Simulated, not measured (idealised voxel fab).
The process module presented herein is designated voxel double patterning.
Xsec cut, 195 nm wide, square cell size 5 nm.
Think of the cross-section as a grid of square cells. We describe it in bands, top to bottom, and each band covers one or more rows of those cells. Basically the band line says how high the top is and how high the bottom is, in nm, and then what's in it from left to right, every material with its width in nm. Empty space shows up as "empty", and if a single material carries "edge to edge" it runs the full band edge to edge. A quick word on heights: they are counted from 0, and under that level the wafer as it came to us is one material throughout. The lowest band is different from the rest in having no bottom; it simply continues downward, written as in "0..down". The width entry "30 to 40" should be interpreted row by row: the top row of cells in the band takes the first number, the bottom row takes the second number, and the change between adjacent rows is uniform throughout. It should be understood that the words "same as before", when stated for a given step, signify that the cross-section underwent no change in any of its cells during that step. Look at "Trapped cavities" for the closed voids: empty spaces with no open path to the top, sized 8 cells or up. Each is width x height at distance, distance from the left edge, all nm. after a step's settings: what the simulator itself notes on the step. overlay nm: mask right of planned place by this much (step with mask). Neg. = left.

Planned process steps:
1 RECEIVE (material Si)
2 CONFORMAL_DEP (material SiN; thk nm 5)
3 DIRECTIONAL_DEP (material SiO2; thk nm 15)
4 DIRECTIONAL_DEP (material SiCN; thk nm 5)
5 MASKED_ETCH (tone open; mask id FIRST; width nm 15; pitch nm 50; etch materials SiCN; depth nm 5; overlay nm 0)
6 PATTERN (tone open; mask id SECOND; material resist; width nm 15; pitch nm 50; thk nm 15; overlay nm 0)
7 DIRECTIONAL_ETCH (etch materials SiCN; depth nm 5)
8 STRIP (etch materials resist)
9 DIRECTIONAL_ETCH (etch materials SiO2; depth nm 15)
10 STRIP (etch materials SiCN)

The cross-section here shows the wafer as received, i.e. in its state after step 1:
	0..down: Si edge to edge
	Trapped cavities: none

Cross-sectional view of the first of the two wafers upon completion of the module, processed in accordance with the plan:
	20..5: SiO2 (40) | empty (15) | SiO2 (10) | empty (15) | SiO2 (10) | empty (15) | SiO2 (10) | empty (15) | SiO2 (10) | empty (15) | SiO2 (40)
	5..0: SiN edge to edge
	0..down: Si edge to edge
	Trapped cavities: none

Wafer two (of two), end-of-module cross-section: start = wafer one, plan = wafer one, one run mistake:
	25..20: SiN edge to edge
	20..5: SiO2 edge to edge
	5..0: SiN edge to edge
	0..down: Si edge to edge
	Trapped cavities: none
So what did we get wrong on this run? step 4 was not run as planned; what actually ran was DIRECTIONAL_DEP (material SiN; thk nm 5)
Looking at both finished wafers in cells, the second ends up ahead of or behind the first on some materials: SiN: 39 more | SiO2: 45 more
